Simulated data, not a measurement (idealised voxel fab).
Process module, titled voxel released beams
Square cell edge 5 nm, section width 195 nm, ID cut.
In this document a cross-section is written as a grid of square cells. It is given as a series of bands, listed from the top down, and a band is one or more rows of cells.
For a band, the entry starts with two heights in nm, that of the top and then that of the bottom, and carries on with the band's materials in order from left to right, each alongside its width in nm; the word "edge to edge" beside a single material means it fills the band edge to edge, and "blank" means empty space.
All heights in this document are referenced to 0, defined as the level beneath which the wafer, as received, consists entirely of one material. The lowest band is not bounded below; it extends indefinitely downward and is written in the form "0 down".
Graded width ("30 to 40"): value in top row of band = first number; value in bottom row = second number; row-to-row change constant.
Take "left unchanged" at face value: in the step it is given for, the cross-section changed in none of its cells.
Heads up: "Sealed void inventory" only lists the empty pockets with no open path to the top that are 8 cells or more, and it writes them as width x height at distance, distance from the left edge, in nm.
It should be noted that, on the line of a given step, the content following the step's settings is a remark produced by the simulator itself with respect to that step.
"overlay nm", when on a step's line for a step with a mask, measures how far to the right of its planned place the mask lay; a negative measure means to the left.

Steps in the process plan
- 1: RECEIVE (material Si)
- 2: CONFORMAL_DEP (material SiN; thk nm 5)
- 3: DIRECTIONAL_DEP (material SiO2; thk nm 10)
- 4: DIRECTIONAL_DEP (material aC; thk nm 10)
- 5: PATTERN (tone open; mask id ANCHOR; material resist; width nm 40; thk nm 30; overlay nm 0)
- 6: DIRECTIONAL_ETCH (etch materials aC; depth nm 10)
- 7: STRIP (etch materials resist)
- 8: DIRECTIONAL_ETCH (etch materials SiO2; depth nm 10)
- 9: STRIP (etch materials aC)
- 10: CONFORMAL_DEP (material W; thk nm 15)
- 11: MASKED_ETCH (tone cover; mask id BEAM; width nm 110; etch materials W; depth nm 15; overlay nm 0)
- 12: STRIP (etch materials SiO2)

Wafer cross-section on receipt, i.e. after step 1
* 0 down = Si edge to edge
* Sealed void inventory: none

The module was run from the start shown above using the plan shown above, but one mistake was made doing it; the resulting wafer cross-section is below
* 25 to 20 = 40 blank  20 W  10 blank  80 W  45 blank
* 20 to 10 = 40 blank  110 W  45 blank
* 10 to 5 = 45 blank  40 W  110 blank
* 5 to 0 = SiN edge to edge
* 0 down = Si edge to edge
* Sealed void inventory: none
Error vs. plan: step 3 was processed under conditions differing from the plan, specifically as DIRECTIONAL_DEP (material SiO2; thk nm 5)
